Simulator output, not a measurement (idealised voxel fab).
Proc. module: voxel plated lines
Pictured: cross-section cut, 290 nm wide, on a grid of 5 nm square cells.
Format of a cross-section: grid, square cells. Given as bands. Order: top down. Band: one or more rows of cells.
Band: top and bottom heights (nm) first, top before bottom; then materials from left to right, widths in nm. "edge to edge" marks a sole material filling the band edge to edge. "air" denotes empty space.
Heights are expressed relative to 0, this being the level below which the as-received wafer comprises one material exclusively. The lowest band is unbounded in the downward direction and is denoted as in "0 and below".
Width: "30..40" (first number = top row, second number = bottom row, same change from row to row of cells).
"remained the same" means the step left every cell of the cross-section as it was.
If an empty space has no open way to the top and is at least 8 cells in size, "Closed void listing" lists it, written width x height at distance, where distance is measured from the left edge and every value is in nm.
It should be noted that, on the line of a given step, the content following the step's settings is a remark produced by the simulator itself with respect to that step.
When a step includes a mask, the "overlay nm" setting on its line states how far to the right of its planned place that mask lay, and negative values state how far to the left.

plan:
- 1: RECEIVE: material Si
- 2: CONFORMAL_DEP: material Al2O3, thk nm 5
- 3: DIRECTIONAL_DEP: material TiN, thk nm 5
- 4: PATTERN: tone open, mask id LINES, material resist, width nm 30, pitch nm 55, thk nm 35, overlay nm 0
- 5: EPI: material Ru, thk nm 10
- 6: EPI: material Ru, thk nm 5
- 7: EPI: material Ru, thk nm 10
- 8: STRIP: etch materials resist
- 9: DIRECTIONAL_ETCH: etch materials TiN, depth nm 5
- 10: CONFORMAL_DEP: material SiCN, thk nm 10

First of two wafers, processed according to plan:

as received, after step 1:
> 0 and below: Si edge to edge
> Closed void listing: none

Cross-section of the wafer subsequent to step 2:
> 5 down to 0: Al2O3 edge to edge
> below 0: unchanged

Cross-section of the wafer subsequent to step 3:
> 10 down to 5: TiN edge to edge
> below 5: unchanged

Cross-section of the wafer subsequent to step 4:
> 45 down to 10: resist: 45 | air: 30 | resist: 25 | air: 30 | resist: 25 | air: 30 | resist: 25 | air: 30 | resist: 50
> below 10: unchanged

Cross-section of the wafer subsequent to step 5:
> 45 down to 20: resist: 45 | air: 30 | resist: 25 | air: 30 | resist: 25 | air: 30 | resist: 25 | air: 30 | resist: 50
> 20 down to 10: resist: 45 | Ru: 30 | resist: 25 | Ru: 30 | resist: 25 | Ru: 30 | resist: 25 | Ru: 30 | resist: 50
> below 10: unchanged

Cross-section of the wafer subsequent to step 6:
> 45 down to 25: resist: 45 | air: 30 | resist: 25 | air: 30 | resist: 25 | air: 30 | resist: 25 | air: 30 | resist: 50
> 25 down to 10: resist: 45 | Ru: 30 | resist: 25 | Ru: 30 | resist: 25 | Ru: 30 | resist: 25 | Ru: 30 | resist: 50
> below 10: unchanged

Cross-section of the wafer subsequent to step 7:
> 45 down to 35: resist: 45 | air: 30 | resist: 25 | air: 30 | resist: 25 | air: 30 | resist: 25 | air: 30 | resist: 50
> 35 down to 10: resist: 45 | Ru: 30 | resist: 25 | Ru: 30 | resist: 25 | Ru: 30 | resist: 25 | Ru: 30 | resist: 50
> below 10: unchanged

Cross-section of the wafer subsequent to step 8:
> 35 down to 10: air: 45 | Ru: 30 | air: 25 | Ru: 30 | air: 25 | Ru: 30 | air: 25 | Ru: 30 | air: 50
> below 10: unchanged

Cross-section of the wafer subsequent to step 9:
> 35 down to 10: air: 45 | Ru: 30 | air: 25 | Ru: 30 | air: 25 | Ru: 30 | air: 25 | Ru: 30 | air: 50
> 10 down to 5: air: 45 | TiN: 30 | air: 25 | TiN: 30 | air: 25 | TiN: 30 | air: 25 | TiN: 30 | air: 50
> below 5: unchanged

Cross-section of the wafer subsequent to step 10:
> 45 down to 35: air: 35 | SiCN: 50 | air: 5 | SiCN: 50 | air: 5 | SiCN: 50 | air: 5 | SiCN: 50 | air: 40
> 35 down to 15: air: 35 | SiCN: 10 | Ru: 30 | SiCN: 10 | air: 5 | SiCN: 10 | Ru: 30 | SiCN: 10 | air: 5 | SiCN: 10 | Ru: 30 | SiCN: 10 | air: 5 | SiCN: 10 | Ru: 30 | SiCN: 10 | air: 40
> 15 down to 10: SiCN: 45 | Ru: 30 | SiCN: 25 | Ru: 30 | SiCN: 25 | Ru: 30 | SiCN: 25 | Ru: 30 | SiCN: 50
> 10 down to 5: SiCN: 45 | TiN: 30 | SiCN: 25 | TiN: 30 | SiCN: 25 | TiN: 30 | SiCN: 25 | TiN: 30 | SiCN: 50
> below 5: unchanged

Second wafer - shared start and plan with the first - one error in running - same as the first up to step 7 inclusive:

Cross-section of the second wafer when, according to plan, step 8 should have finished:
> 35 down to 10: air: 45 | Ru: 30 | air: 25 | Ru: 30 | air: 25 | Ru: 30 | air: 25 | Ru: 30 | air: 50
> below 10: unchanged

Cross-section of the second wafer when, according to plan, step 9 should have finished:
> 35 down to 10: air: 45 | Ru: 30 | air: 25 | Ru: 30 | air: 25 | Ru: 30 | air: 25 | Ru: 30 | air: 50
> 10 down to 5: air: 45 | TiN: 30 | air: 25 | TiN: 30 | air: 25 | TiN: 30 | air: 25 | TiN: 30 | air: 50
> below 5: unchanged

Cross-section of the second wafer when, according to plan, step 10 should have finished:
> 45 down to 35: air: 35 | SiCN: 50 | air: 5 | SiCN: 50 | air: 5 | SiCN: 50 | air: 5 | SiCN: 50 | air: 40
> 35 down to 15: air: 35 | SiCN: 10 | Ru: 30 | SiCN: 10 | air: 5 | SiCN: 10 | Ru: 30 | SiCN: 10 | air: 5 | SiCN: 10 | Ru: 30 | SiCN: 10 | air: 5 | SiCN: 10 | Ru: 30 | SiCN: 10 | air: 40
> 15 down to 10: SiCN: 45 | Ru: 30 | SiCN: 25 | Ru: 30 | SiCN: 25 | Ru: 30 | SiCN: 25 | Ru: 30 | SiCN: 50
> 10 down to 5: SiCN: 45 | TiN: 30 | SiCN: 25 | TiN: 30 | SiCN: 25 | TiN: 30 | SiCN: 25 | TiN: 30 | SiCN: 50
> below 5: unchanged
What was the processing mistake? step 8, plan: ran twice
Given identical final cross-sections on the two wafers, the mistake has no effect on any quantity computed by this model.
